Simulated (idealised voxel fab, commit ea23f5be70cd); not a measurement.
You're looking at the process module voxel ribs on slabs.
Cross-section cut spans 230 nm and uses square cells 5 nm in size.
Format of a cross-section: grid, square cells. Given as bands. Order: top down. Band: one or more rows of cells.
In this notation a band is specified by the heights of its top and bottom, in that order and in nm, after which its materials appear from left to right, each paired with its width in nm. The word "full width" attached to a single material means that material fills the band from edge to edge; the word "empty" stands for empty space.
Ref level 0: as-received wafer is one material below here. Bottom band extends down with no lower bound ("0..down").
Quick explanation for "30 to 40": the width changes in equal steps down the rows of cells, from the first number in the band's top row to the second number in its bottom row.
Given "stayed the same" for a step, no cell of the cross-section differs between before and after that step.
The label "Cavities, sealed" introduces a list of the empty spaces, 8 cells or larger, that have no open way up to the top; each entry in it reads width x height at distance, where the distance is taken from the left edge and all three are stated in nm.
Where a step's line continues beyond its settings, the continuation is a remark by the simulator itself on that step.
A step's line can hold "overlay nm"; with a mask on that step, the setting says how far right of the planned place the mask lay, while a negative setting says it lay to the left.
[The process steps that were planned are listed below]
- 1: RECEIVE with material Si
- 2: DIRECTIONAL_DEP with material SiO2, thk nm 25
- 3: DIRECTIONAL_DEP with material SiN, thk nm 20
- 4: PATTERN with tone cover, mask id RIB, material resist, width nm 20, thk nm 15, overlay nm 0
- 5: DIRECTIONAL_ETCH with etch materials SiN, depth nm 5
- 6: STRIP with etch materials resist
- 7: PATTERN with tone cover, mask id SLAB, material resist, width nm 50, thk nm 20, overlay nm 0
- 8: DIRECTIONAL_ETCH with etch materials SiN, depth nm 15
- 9: STRIP with etch materials resist
- 10: FILL_DEP with material SiO2, thk nm 15
- 11: CMP with height nm 55
- 12: DIRECTIONAL_DEP with material W, thk nm 5
- 13: PATTERN with tone cover, mask id HEATER, material resist, width nm 30, thk nm 20, overlay nm 0
- 14: DIRECTIONAL_ETCH with etch materials W, depth nm 5
- 15: STRIP with etch materials resist
- 16: CONFORMAL_DEP with material SiN, thk nm 10
[Here's what the wafer looked like in cross-section when it arrived - that's after step 1]
- 0..down  Si full width
- Cavities, sealed: none
[Final wafer profile in cross-section after the module, from the same start and plan as above, with one mistake made during processing]
- 70..65  empty (90), then SiN (50), then empty (90)
- 65..60  SiN full width
- 60..55  SiN (100), then W (30), then SiN (100)
- 55..50  SiO2 (90), then SiN (50), then SiO2 (90)
- 50..0  SiO2 full width
- 0..down  Si full width
- Cavities, sealed: none
what went wrong: step 2, plan: ran twice
